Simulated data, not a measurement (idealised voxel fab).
This is a process module. Its name is voxel transistor to metal.
The cross-section on display is named cut; it measures 200 nm wide, and its cells are 5 nm squares.
A cross-section is a grid of square cells, given in bands from the top down. A band is one or more rows of cells.
Band: top and bottom heights (nm) first, top before bottom; then materials from left to right, widths in nm. "throughout" marks a sole material filling the band edge to edge. "blank" denotes empty space.
Heights are reckoned from 0. Under this level, the received wafer is all of one material. The bottommost band is open-ended downward, for example "from 0 down".
With a width like "30..40", each row of cells in the band differs from the next by the same amount, the top row carrying the first number and the bottom row the second.
"everything unchanged" means the step left every cell of the cross-section as it was.
"Sealed void inventory": empty spaces of 8 cells or more with no open way to the top, each given as width x height at distance, distance from the left edge, all in nm.
Text after the settings on a step's line: the simulator's own remark on that step.
On any step carrying a mask, the "overlay nm" setting, if present on the step's line, tells how far right of its planned place the mask lay; negative values point to the left.
LISTED BELOW ARE THE PROCESS STEPS AS PLANNED
1,RECEIVE, material Si
2,CONFORMAL_DEP, material SiO2, thk nm 5
3,CONFORMAL_DEP, material SiN, thk nm 15
4,DIRECTIONAL_DEP, material aC, thk nm 10
5,PATTERN, tone cover, mask id ACTIVE, material resist, width nm 110, thk nm 30, overlay nm 0
6,DIRECTIONAL_ETCH, etch materials aC, depth nm 10
7,STRIP, etch materials resist
8,DIRECTIONAL_ETCH, etch materials SiN, depth nm 15
9,DIRECTIONAL_ETCH, etch materials SiO2, depth nm 5
10,DIRECTIONAL_ETCH, etch materials Si, depth nm 30
11,STRIP, etch materials aC
12,OXIDIZE, depth nm 5
13,FILL_DEP, material SiO2, thk nm 15
14,CMP, height nm 20
15,SELECTIVE_ETCH, etch materials SiO2, depth nm 10
16,STRIP, etch materials SiN
17,SELECTIVE_ETCH, etch materials SiO2, depth nm 5
18,OXIDIZE, depth nm 5
19,DIRECTIONAL_DEP, material polySi, thk nm 25
20,DIRECTIONAL_DEP, material SiCN, thk nm 10
21,MASKED_ETCH, tone cover, mask id GATE, width nm 20, etch materials SiCN, depth nm 20, overlay nm 0
22,MASKED_ETCH, tone cover, mask id GATE, width nm 20, etch materials polySi, depth nm 35, overlay nm 0
23,CONFORMAL_DEP, material SiO2, thk nm 5
24,DIRECTIONAL_ETCH, etch materials SiO2, depth nm 5
25,CONFORMAL_DEP, material SiN, thk nm 5
26,DIRECTIONAL_ETCH, etch materials SiN, depth nm 5
27,DIRECTIONAL_ETCH, etch materials SiO2, depth nm 5
28,DIRECTIONAL_ETCH, etch materials Si, depth nm 15
29,EPI, material nSi, thk nm 15
30,FILL_DEP, material SiO2, thk nm 10
31,CMP, height nm 25
32,DIRECTIONAL_DEP, material SiO2, thk nm 10
33,DIRECTIONAL_DEP, material aC, thk nm 15
34,PATTERN, tone open, mask id CONTACT, material resist, width nm 15, pitch nm 75, thk nm 35, overlay nm 0
35,DIRECTIONAL_ETCH, etch materials aC, depth nm 15
36,STRIP, etch materials resist
37,DIRECTIONAL_ETCH, etch materials SiO2, depth nm 50
38,STRIP, etch materials aC
39,CONFORMAL_DEP, material TiN, thk nm 5
40,FILL_DEP, material Ru, thk nm 10
41,CMP, height nm 45
42,DIRECTIONAL_DEP, material TiN, thk nm 5
43,DIRECTIONAL_DEP, material Ru, thk nm 15
44,DIRECTIONAL_DEP, material aC, thk nm 10
45,PATTERN, tone cover, mask id METAL_1, material resist, width nm 15, pitch nm 75, thk nm 30, overlay nm 0
46,DIRECTIONAL_ETCH, etch materials aC, depth nm 10
47,STRIP, etch materials resist
48,DIRECTIONAL_ETCH, etch materials Ru, depth nm 15
49,DIRECTIONAL_ETCH, etch materials TiN, depth nm 5
50,STRIP, etch materials aC
51,FILL_DEP, material SiO2, thk nm 10
52,CMP, height nm 65
53,CONFORMAL_DEP, material SiCN, thk nm 5
54,DIRECTIONAL_DEP, material SiO2, thk nm 30
55,DIRECTIONAL_DEP, material aC, thk nm 15
56,PATTERN, tone open, mask id METAL_2, material resist, width nm 15, pitch nm 75, thk nm 30, overlay nm 0
57,DIRECTIONAL_ETCH, etch materials aC, depth nm 15
58,STRIP, etch materials resist
59,DIRECTIONAL_ETCH, etch materials SiO2, depth nm 20
60,STRIP, etch materials aC
61,PATTERN, tone open, mask id METAL_2_HOLES, material resist, width nm 15, pitch nm 75, thk nm 20, overlay nm 0
62,DIRECTIONAL_ETCH, etch materials SiO2, depth nm 10
63,DIRECTIONAL_ETCH, etch materials SiCN, depth nm 5
64,STRIP, etch materials resist
65,CONFORMAL_DEP, material TiN, thk nm 5
66,FILL_DEP, material Cu, thk nm 5
67,CMP, height nm 100
68,CONFORMAL_DEP, material SiN, thk nm 5
Variable across wafers: step 31 height nm (plan value is that of the first wafer; starting state common to all).
THE FIRST OF SEVERAL WAFERS AS RECEIVED, SHOWN IN CROSS-SECTION; THIS IS ITS STATE AFTER STEP 1
* from 0 down  Si throughout
* Sealed void inventory: none
BASICALLY EACH WAFER GETS A LINE IN THE TABLE, SHOWING IT AT THE END OF THE MODULE: MATERIAL BY MATERIAL, THE CELLS IT GAINED (+) OR LOST (-) SINCE WE GOT IT, THEN ITS CLOSED VOIDS
height nm 25, +12 Cu, +68 Ru, -196 Si, +34 SiCN, +52 SiN, +688 SiO2, +108 TiN, +54 nSi, +20 polySi, Sealed void inventory: none
height nm 30, +12 Cu, +30 Ru, -196 Si, +38 SiCN, +54 SiN, +716 SiO2, +112 TiN, +54 nSi, +20 polySi, Sealed void inventory: none
height nm 35, +12 Cu, +30 Ru, -196 Si, +42 SiCN, +56 SiN, +744 SiO2, +78 TiN, +54 nSi, +20 polySi, Sealed void inventory: none
height nm 40, +12 Cu, +30 Ru, -196 Si, +42 SiCN, +56 SiN, +748 SiO2, +74 TiN, +54 nSi, +20 polySi, Sealed void inventory: none
height nm 45, +12 Cu, +30 Ru, -196 Si, +42 SiCN, +56 SiN, +752 SiO2, +70 TiN, +54 nSi, +20 polySi, Sealed void inventory: none
